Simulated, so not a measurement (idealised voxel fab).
process module | voxel ribs on slabs
cross-section cut | 175 nm wide | cells 5 nm
A cross-section is a grid of square cells, given in bands from the top down. A band is one or more rows of cells.
Each band's line starts with the height of the band's top and of its bottom, in nm. Then come its materials from left to right, each with its width in nm. One material with "throughout" fills the band from edge to edge. "air" is empty space.
Height 0 is the level under which the wafer as received is all one material. The lowest band goes on downwards, as in "0 down".
A width such as "30 to 40" changes by the same amount from each row of cells to the next, from the band's top row to its bottom row.
"no change" after a step means that no cell of the cross-section changed.
closed voids: empty space of 8 cells or more with no open way to the top, each as width x height at its distance from the left edge, in nm
after a step's settings: what the simulator itself notes on the step
overlay nm, on a step with a mask: how far to the right of its planned place the mask lay; to the left if negative
plan
1 op RECEIVE | material Si
2 op DIRECTIONAL_DEP | material SiO2 | thk nm 25
3 op DIRECTIONAL_DEP | material SiN | thk nm 25
4 op DIRECTIONAL_DEP | material aC | thk nm 10
5 op PATTERN | tone cover | mask id RIB | material resist | width nm 25 | thk nm 25 | overlay nm 0
6 op DIRECTIONAL_ETCH | etch materials aC | depth nm 10
7 op STRIP | etch materials resist
8 op DIRECTIONAL_ETCH | etch materials SiN | depth nm 20
9 op STRIP | etch materials aC
10 op PATTERN | tone cover | mask id SLAB | material resist | width nm 65 | thk nm 20 | overlay nm 0
11 op DIRECTIONAL_ETCH | etch materials SiN | depth nm 5
12 op STRIP | etch materials resist
13 op FILL_DEP | material SiO2 | thk nm 25
14 op CMP | height nm 65
15 op DIRECTIONAL_DEP | material TiN | thk nm 5
16 op PATTERN | tone cover | mask id HEATER | material resist | width nm 35 | thk nm 15 | overlay nm 0
17 op DIRECTIONAL_ETCH | etch materials TiN | depth nm 5
18 op STRIP | etch materials resist
19 op CONFORMAL_DEP | material SiN | thk nm 5
as received, after step 1
  0 down: Si throughout
  closed voids: none
a wafer at the end: this start, this plan, one mistake
  75 to 70: air 65 | SiN 45 | air 65
  70 to 65: SiN 70 | TiN 35 | SiN 70
  65 to 50: SiO2 throughout
  50 to 45: SiO2 55 | SiN 20 | SiO2 25 | SiN 20 | SiO2 55
  45 to 30: SiN 75 | SiO2 25 | SiN 75
  30 to 25: SiN throughout
  25 to 0: SiO2 throughout
  0 down: Si throughout
  closed voids: none
what went wrong: step 5 ran as: op PATTERN | tone open | mask id RIB | material resist | width nm 25 | thk nm 25 | overlay nm 0
